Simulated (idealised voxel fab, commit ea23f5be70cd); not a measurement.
Process module under the name voxel transistor to metal
Cross-section cut: width 215 nm, square cells of 5 nm.
A cross-section in this document is a grid of square cells, and it is written down as bands, the top band listed before the ones below it; a band is made up of one or more rows of cells. Heights first: top, then bottom, in nm. Then materials, left to right, each with a width in nm. "edge to edge" on a single material: fills the band edge to edge. "air": empty space. Heads up on the height convention: 0 is the point under which the incoming wafer is all one material, and the lowest band has no bottom, it just keeps going down, like "from 0 down". Width "30 to 40": first value at the band's top row of cells, second value at its bottom row, equal change from row to row. Where a step carries "nothing was modified", the cross-section came out of it unchanged, cell for cell. The entry "Closed cavity list" lists the empty spaces that cover at least 8 cells and have no open path to the top. Each is written as width x height at distance, where the distance is measured from the left edge and all three values are in nm. Whatever follows a step's settings on its line is a remark the simulator itself makes about that step. "overlay nm", when on a step's line for a step with a mask, measures how far to the right of its planned place the mask lay; a negative measure means to the left.

-- Process steps foreseen in the plan
1,op RECEIVE | material Si
2,op OXIDIZE | depth nm 5
3,op CONFORMAL_DEP | material SiN | thk nm 15
4,op DIRECTIONAL_DEP | material aC | thk nm 10
5,op PATTERN | tone cover | mask id ACTIVE | material resist | width nm 115 | thk nm 25 | overlay nm 0
6,op DIRECTIONAL_ETCH | etch materials aC | depth nm 10
7,op STRIP | etch materials resist
8,op DIRECTIONAL_ETCH | etch materials SiN | depth nm 15
9,op DIRECTIONAL_ETCH | etch materials SiO2 | depth nm 5
10,op DIRECTIONAL_ETCH | etch materials Si | depth nm 25
11,op STRIP | etch materials aC
12,op OXIDIZE | depth nm 5
13,op FILL_DEP | material SiO2 | thk nm 15
14,op CMP | height nm 15
15,op SELECTIVE_ETCH | etch materials SiO2 | depth nm 15
16,op STRIP | etch materials SiN
17,op SELECTIVE_ETCH | etch materials SiO2 | depth nm 5
18,op OXIDIZE | depth nm 5
19,op DIRECTIONAL_DEP | material polySi | thk nm 20
20,op DIRECTIONAL_DEP | material SiCN | thk nm 10
21,op PATTERN | tone cover | mask id GATE | material resist | width nm 25 | thk nm 20 | overlay nm 0
22,op DIRECTIONAL_ETCH | etch materials SiCN | depth nm 20
23,op DIRECTIONAL_ETCH | etch materials polySi | depth nm 30
24,op STRIP | etch materials resist
25,op CONFORMAL_DEP | material SiN | thk nm 5
26,op DIRECTIONAL_ETCH | etch materials SiN | depth nm 5
27,op DIRECTIONAL_ETCH | etch materials SiO2 | depth nm 5
28,op DIRECTIONAL_ETCH | etch materials Si | depth nm 15
29,op EPI | material SiGe | thk nm 15
30,op FILL_DEP | material SiO2 | thk nm 10
31,op CMP | height nm 15
32,op STRIP | etch materials polySi
33,op SELECTIVE_ETCH | etch materials SiO2 | depth nm 5
34,op CONFORMAL_DEP | material HfO2 | thk nm 5
35,op CONFORMAL_DEP | material TiN | thk nm 5
36,op FILL_DEP | material W | thk nm 10
37,op CMP | height nm 10
38,op DIRECTIONAL_DEP | material SiO2 | thk nm 15
39,op PATTERN | tone open | mask id CONTACT | material resist | width nm 20 | pitch nm 85 | thk nm 20 | overlay nm 0
40,op DIRECTIONAL_ETCH | etch materials SiO2 | depth nm 35
41,op STRIP | etch materials resist
42,op CONFORMAL_DEP | material TiN | thk nm 5
43,op FILL_DEP | material W | thk nm 10
44,op CMP | height nm 25
45,op DIRECTIONAL_DEP | material TiN | thk nm 5
46,op DIRECTIONAL_DEP | material Ru | thk nm 15
47,op PATTERN | tone cover | mask id METAL_1 | material resist | width nm 20 | pitch nm 85 | thk nm 20 | overlay nm 0
48,op DIRECTIONAL_ETCH | etch materials Ru | depth nm 15
49,op DIRECTIONAL_ETCH | etch materials TiN | depth nm 5
50,op STRIP | etch materials resist
51,op CONFORMAL_DEP | material SiCN | thk nm 5
52,op FILL_DEP | material lowk | thk nm 10
53,op CMP | height nm 45
54,op CONFORMAL_DEP | material SiCN | thk nm 5

-- Shown in cross-section is the wafer as received, that is, as it stands after step 1
> from 0 down | Si edge to edge
> Closed cavity list: none

-- Cross-section: first of two wafers, module finished, run according to plan
> from 50 to 45 | SiCN edge to edge
> from 45 to 30 | lowk 50 / SiCN 5 / Ru 20 / SiCN 5 / lowk 55 / SiCN 5 / Ru 20 / SiCN 5 / lowk 50
> from 30 to 25 | SiCN 55 / TiN 20 / SiCN 65 / TiN 20 / SiCN 55
> from 25 to 10 | SiO2 55 / TiN 5 / W 10 / TiN 5 / SiO2 65 / TiN 5 / W 10 / TiN 5 / SiO2 55
> from 10 to 5 | SiO2 55 / TiN 5 / W 10 / TiN 5 / SiO2 15 / SiN 5 / HfO2 5 / TiN 5 / W 5 / TiN 5 / HfO2 5 / SiN 5 / SiO2 15 / TiN 5 / W 10 / TiN 5 / SiO2 55
> from 5 to 0 | SiO2 55 / TiN 5 / W 10 / TiN 5 / SiGe 15 / SiN 5 / HfO2 5 / TiN 5 / W 5 / TiN 5 / HfO2 5 / SiN 5 / SiGe 15 / TiN 5 / W 10 / TiN 5 / SiO2 55
> from 0 to -5 | SiO2 55 / TiN 5 / W 10 / TiN 5 / SiGe 15 / SiN 5 / HfO2 5 / TiN 15 / HfO2 5 / SiN 5 / SiGe 15 / TiN 5 / W 10 / TiN 5 / SiO2 55
> from -5 to -10 | SiO2 55 / TiN 20 / SiGe 15 / HfO2 35 / SiGe 15 / TiN 20 / SiO2 55
> from -10 to -25 | SiO2 55 / SiGe 35 / Si 35 / SiGe 35 / SiO2 55
> from -25 to -35 | SiO2 55 / Si 105 / SiO2 55
> from -35 down | Si edge to edge
> Closed cavity list: none

-- End-of-module cross-section of the second wafer: identical starting point and process plan to the first, with one processing mistake
> from 50 to 45 | SiCN edge to edge
> from 45 to 30 | lowk 45 / SiCN 5 / Ru 20 / SiCN 5 / lowk 55 / SiCN 5 / Ru 20 / SiCN 5 / lowk 55
> from 30 to 25 | SiCN 50 / TiN 20 / SiCN 65 / TiN 20 / SiCN 60
> from 25 to 10 | SiO2 55 / TiN 5 / W 10 / TiN 5 / SiO2 65 / TiN 5 / W 10 / TiN 5 / SiO2 55
> from 10 to 5 | SiO2 55 / TiN 5 / W 10 / TiN 5 / SiO2 15 / SiN 5 / HfO2 5 / TiN 5 / W 5 / TiN 5 / HfO2 5 / SiN 5 / SiO2 15 / TiN 5 / W 10 / TiN 5 / SiO2 55
> from 5 to 0 | SiO2 55 / TiN 5 / W 10 / TiN 5 / SiGe 15 / SiN 5 / HfO2 5 / TiN 5 / W 5 / TiN 5 / HfO2 5 / SiN 5 / SiGe 15 / TiN 5 / W 10 / TiN 5 / SiO2 55
> from 0 to -5 | SiO2 55 / TiN 5 / W 10 / TiN 5 / SiGe 15 / SiN 5 / HfO2 5 / TiN 15 / HfO2 5 / SiN 5 / SiGe 15 / TiN 5 / W 10 / TiN 5 / SiO2 55
> from -5 to -10 | SiO2 55 / TiN 20 / SiGe 15 / HfO2 35 / SiGe 15 / TiN 20 / SiO2 55
> from -10 to -25 | SiO2 55 / SiGe 35 / Si 35 / SiGe 35 / SiO2 55
> from -25 to -35 | SiO2 55 / Si 105 / SiO2 55
> from -35 down | Si edge to edge
> Closed cavity list: none
Run error: step 47 ran as: op PATTERN | tone cover | mask id METAL_1 | material resist | width nm 20 | pitch nm 85 | thk nm 20 | overlay nm -5
If you tally the cells, the second wafer ends up with the same amount of every material as the first; it's all just sitting in different places.
